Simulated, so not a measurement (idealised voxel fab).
process module | voxel released beams
Displayed cross-section: cut, width of 195 nm, square cells sized 5 nm.
For the purposes of this document, a cross-section shall be understood as a grid of square cells, specified as bands listed in top-to-bottom order, each band consisting of one or more rows of cells.
First you get the band's top height and its bottom height, in nm, and then the materials it's made of, left to right, with each width in nm. If you see a single material with "throughout", that one covers the band edge to edge. "empty" is empty space.
Height reference: 0 = level under which incoming wafer is all one material. Lowest band: no bottom, runs on downward, e.g. "from 0 down".
The width entry "30..40" should be interpreted row by row: the top row of cells in the band takes the first number, the bottom row takes the second number, and the change between adjacent rows is uniform throughout.
Reading "no modification" for a step: not a cell of the cross-section changed in it.
If an empty space has no open way to the top and is at least 8 cells in size, "Sealed-off cavities" lists it, written width x height at distance, where distance is measured from the left edge and every value is in nm.
Where a step's line continues beyond its settings, the continuation is a remark by the simulator itself on that step.
overlay nm: step with mask; distance mask lay right of planned place; negative value = left of planned place.

Planned step list for the process:
1. RECEIVE: material Si
2. CONFORMAL_DEP: material Al2O3, thk nm 10
3. DIRECTIONAL_DEP: material SiO2, thk nm 20
4. MASKED_ETCH: tone open, mask id ANCHOR, width nm 35, etch materials SiO2, depth nm 20, overlay nm 0
5. CONFORMAL_DEP: material SiN, thk nm 15
6. PATTERN: tone cover, mask id BEAM, material resist, width nm 100, thk nm 15, overlay nm 0
7. DIRECTIONAL_ETCH: etch materials SiN, depth nm 15
8. STRIP: etch materials resist
9. STRIP: etch materials SiO2

First wafer out of two, processed as planned:

Received-state cross-section, reflecting completion of step 1:
> from 0 down: Si throughout
> Sealed-off cavities: none

State of the wafer after step 2, shown in cross-section:
> from 10 to 0: Al2O3 throughout
> Whatever lies below 0 is exactly as it was before.

State of the wafer after step 3, shown in cross-section:
> from 30 to 10: SiO2 throughout
> Whatever lies below 10 is exactly as it was before.

State of the wafer after step 4, shown in cross-section:
> from 30 to 10: SiO2 50 nm, then empty 35 nm, then SiO2 110 nm
> Whatever lies below 10 is exactly as it was before.

State of the wafer after step 5, shown in cross-section:
> from 45 to 30: SiN 65 nm, then empty 5 nm, then SiN 125 nm
> from 30 to 25: SiO2 50 nm, then SiN 15 nm, then empty 5 nm, then SiN 15 nm, then SiO2 110 nm
> from 25 to 10: SiO2 50 nm, then SiN 35 nm, then SiO2 110 nm
> Whatever lies below 10 is exactly as it was before.

State of the wafer after step 6, shown in cross-section:
> from 60 to 45: empty 45 nm, then resist 100 nm, then empty 50 nm
> from 45 to 30: SiN 65 nm, then resist 5 nm, then SiN 125 nm
> from 30 to 25: SiO2 50 nm, then SiN 15 nm, then resist 5 nm, then SiN 15 nm, then SiO2 110 nm
> Whatever lies below 25 is exactly as it was before.

State of the wafer after step 7, shown in cross-section:
> from 60 to 45: empty 45 nm, then resist 100 nm, then empty 50 nm
> from 45 to 30: empty 45 nm, then SiN 20 nm, then resist 5 nm, then SiN 75 nm, then empty 50 nm
> Whatever lies below 30 is exactly as it was before.

State of the wafer after step 8, shown in cross-section:
> from 45 to 30: empty 45 nm, then SiN 20 nm, then empty 5 nm, then SiN 75 nm, then empty 50 nm
> from 30 to 25: SiO2 50 nm, then SiN 15 nm, then empty 5 nm, then SiN 15 nm, then SiO2 110 nm
> Whatever lies below 25 is exactly as it was before.

State of the wafer after step 9, shown in cross-section:
> from 45 to 30: empty 45 nm, then SiN 20 nm, then empty 5 nm, then SiN 75 nm, then empty 50 nm
> from 30 to 25: empty 50 nm, then SiN 15 nm, then empty 5 nm, then SiN 15 nm, then empty 110 nm
> from 25 to 10: empty 50 nm, then SiN 35 nm, then empty 110 nm
> Whatever lies below 10 is exactly as it was before.

Regarding the second of the two wafers: it shared the first wafer's starting condition and process plan, yet one error occurred during its execution. Its history coincides with that of the first wafer up to and including step 3:

The second wafer in cross-section, at the planned close of step 4:
> from 30 to 10: SiO2 55 nm, then empty 25 nm, then SiO2 115 nm
> Whatever lies below 10 is exactly as it was before.

The second wafer in cross-section, at the planned close of step 5:
> from 45 to 30: SiN throughout
> from 30 to 10: SiO2 55 nm, then SiN 25 nm, then SiO2 115 nm
> Whatever lies below 10 is exactly as it was before.

The second wafer in cross-section, at the planned close of step 6:
> from 60 to 45: empty 45 nm, then resist 100 nm, then empty 50 nm
> Whatever lies below 45 is exactly as it was before.

The second wafer in cross-section, at the planned close of step 7:
> from 60 to 45: empty 45 nm, then resist 100 nm, then empty 50 nm
> from 45 to 30: empty 45 nm, then SiN 100 nm, then empty 50 nm
> Whatever lies below 30 is exactly as it was before.

The second wafer in cross-section, at the planned close of step 8:
> from 45 to 30: empty 45 nm, then SiN 100 nm, then empty 50 nm
> Whatever lies below 30 is exactly as it was before.

The second wafer in cross-section, at the planned close of step 9:
> from 45 to 30: empty 45 nm, then SiN 100 nm, then empty 50 nm
> from 30 to 10: empty 55 nm, then SiN 25 nm, then empty 115 nm
> Whatever lies below 10 is exactly as it was before.
Nonconformance to the process plan: step 4 ran differently from the plan; actual operation with settings: MASKED_ETCH: tone open, mask id ANCHOR, width nm 25, etch materials SiO2, depth nm 20, overlay nm 0
Count the cells at the end and the second wafer has more or fewer of some materials than the first: SiN -4
